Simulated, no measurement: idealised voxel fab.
process module | voxel self aligned contacts
cross-section cut | 240 nm wide | cells 5 nm
A cross-section is a grid of square cells, given in bands from the top down. A band is one or more rows of cells.
Each band's line starts with the height of the band's top and of its bottom, in nm. Then come its materials from left to right, each with its width in nm. One material with "throughout" fills the band from edge to edge. "air" is empty space.
Height 0 is the level under which the wafer as received is all one material. The lowest band goes on downwards, as in "0 down".
A width such as "30 to 40" changes by the same amount from each row of cells to the next, from the band's top row to its bottom row.
"no change" after a step means that no cell of the cross-section changed.
closed voids: empty space of 8 cells or more with no open way to the top, each as width x height at its distance from the left edge, in nm
after a step's settings: what the simulator itself notes on the step
overlay nm, on a step with a mask: how far to the right of its planned place the mask lay; to the left if negative
plan
1 op RECEIVE | material Si
2 op OXIDIZE | depth nm 5
3 op DIRECTIONAL_DEP | material polySi | thk nm 20
4 op DIRECTIONAL_DEP | material SiN | thk nm 20
5 op DIRECTIONAL_DEP | material aC | thk nm 15
6 op PATTERN | tone cover | mask id GATE | material resist | width nm 30 | pitch nm 70 | thk nm 30 | overlay nm 0
7 op DIRECTIONAL_ETCH | etch materials aC | depth nm 15
8 op STRIP | etch materials resist
9 op DIRECTIONAL_ETCH | etch materials SiN | depth nm 20
10 op DIRECTIONAL_ETCH | etch materials polySi | depth nm 20
11 op STRIP | etch materials aC
12 op CONFORMAL_DEP | material SiN | thk nm 10
13 op DIRECTIONAL_ETCH | etch materials SiN | depth nm 10
14 op FILL_DEP | material SiO2 | thk nm 20
15 op CMP | height nm 50
16 op PATTERN | tone open | mask id CONTACT | material resist | width nm 50 | thk nm 20 | overlay nm 0
17 op DIRECTIONAL_ETCH | etch materials SiO2 | depth nm 55
18 op STRIP | etch materials resist
19 op CONFORMAL_DEP | material TiN | thk nm 5
20 op FILL_DEP | material W | thk nm 10
21 op CMP | height nm 50
22 op CONFORMAL_DEP | material SiCN | thk nm 5
as received, after step 1
  0 down: Si throughout
  closed voids: none
first wafer at the end, as planned
  55 to 50: SiCN throughout
  50 to 40: SiO2 95 | TiN 5 to 20 | W 40 to 10 | TiN 5 to 20 | SiO2 95
  40 to 20: SiO2 60 | SiN 50 | TiN 5 | W 10 | TiN 5 | SiN 50 | SiO2 60
  20 to 0: SiO2 60 | SiN 10 | polySi 30 | SiN 10 | TiN 5 | W 10 | TiN 5 | SiN 10 | polySi 30 | SiN 10 | SiO2 60
  0 to -5: SiO2 110 | TiN 20 | SiO2 110
  -5 down: Si throughout
  closed voids: none
second wafer at the end: like start, like plan, one mistake
  55 to 50: SiCN throughout
  50 to 45: SiO2 95 | TiN 5 | W 40 | TiN 5 | SiO2 95
  45 to 40: SiO2 95 | TiN 50 | SiO2 95
  40 to 20: SiN 80 | SiO2 10 | SiN 60 | SiO2 10 | SiN 80
  20 to 0: polySi 70 | SiN 10 | SiO2 10 | SiN 10 | polySi 40 | SiN 10 | SiO2 10 | SiN 10 | polySi 70
  0 to -5: SiO2 throughout
  -5 down: Si throughout
  closed voids: none
what went wrong: step 6 ran as: op PATTERN | tone open | mask id GATE | material resist | width nm 30 | pitch nm 70 | thk nm 30 | overlay nm 0
at the end the second wafer has, in cells: 96 more of SiN | 156 fewer of SiO2 | 18 fewer of TiN | 18 fewer of W | 96 more of polySi
